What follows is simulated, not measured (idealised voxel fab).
Process module, titled voxel ribs on slabs
Cross-section cut spans 210 nm and uses square cells 5 nm in size.
Reading order for cross-sections: top band down to bottom band. Underlying form: a grid of square cells. Band size: one or more rows of cells.
Band entry format. Leading values: height of top, height of bottom, nm. Remainder: materials in left-to-right order, each with its width in nm. Special words: "full width" on a single material, which then fills the band edge to edge; "empty", empty space.
Convention: height 0 is the level below which the wafer, as received, is all one material. The lowest band does not terminate at the bottom but continues downward, represented as "0 -> down".
Read "30->40" as a graded width: first number on top, second number at the bottom, same change between each pair of neighbouring rows.
Take "nothing altered" at face value: in the step it is given for, the cross-section changed in none of its cells.
This entry, "Enclosed void catalog", enumerates those empty regions of no fewer than 8 cells that possess no open connection to the top. Each region is reported in the form width x height at distance, the distance being taken from the left edge, with all three quantities expressed in nm.
Whatever follows a step's settings on its line is a remark the simulator itself makes about that step.
overlay nm: mask right of planned place by this much (step with mask). Neg. = left.

[Process steps foreseen in the plan]
1) RECEIVE, material Si
2) DIRECTIONAL_DEP, material SiO2, thk nm 25
3) DIRECTIONAL_DEP, material SiN, thk nm 25
4) MASKED_ETCH, tone cover, mask id RIB, width nm 15, etch materials SiN, depth nm 10, overlay nm 0
5) PATTERN, tone cover, mask id SLAB, material resist, width nm 65, thk nm 15, overlay nm 0
6) DIRECTIONAL_ETCH, etch materials SiN, depth nm 15
7) STRIP, etch materials resist
8) FILL_DEP, material SiO2, thk nm 25
9) CMP, height nm 70
10) DIRECTIONAL_DEP, material TiN, thk nm 5
11) PATTERN, tone cover, mask id HEATER, material resist, width nm 25, thk nm 20, overlay nm 0
12) DIRECTIONAL_ETCH, etch materials TiN, depth nm 5
13) STRIP, etch materials resist
14) CONFORMAL_DEP, material SiN, thk nm 10

[As received (post step 1): cross-section]
	0 -> down = Si full width
	Enclosed void catalog: none

[The first of two wafers, cross-sectioned at the end of the module, with the run proceeding as planned]
	85 -> 80 = empty 80 nm, SiN 45 nm, empty 85 nm
	80 -> 75 = SiN full width
	75 -> 70 = SiN 90 nm, TiN 25 nm, SiN 95 nm
	70 -> 50 = SiO2 full width
	50 -> 40 = SiO2 95 nm, SiN 15 nm, SiO2 100 nm
	40 -> 25 = SiO2 70 nm, SiN 65 nm, SiO2 75 nm
	25 -> 0 = SiO2 full width
	0 -> down = Si full width
	Enclosed void catalog: none

[Cross-sectional image of the second wafer of the two following completion of the module. Starting state and process plan were the same as for the first wafer; one execution error occurred]
	85 -> 80 = empty 80 nm, SiN 45 nm, empty 85 nm
	80 -> 75 = SiN full width
	75 -> 70 = SiN 90 nm, TiN 25 nm, SiN 95 nm
	70 -> 65 = SiO2 95 nm, SiN 15 nm, SiO2 100 nm
	65 -> 50 = SiO2 70 nm, SiN 65 nm, SiO2 75 nm
	50 -> 25 = SiN full width
	25 -> 0 = SiO2 full width
	0 -> down = Si full width
	Enclosed void catalog: none
what went wrong: in the plan, step 3 was performed twice
Cell-count delta at end, second wafer over first, by material: 207 more of SiN | 207 fewer of SiO2
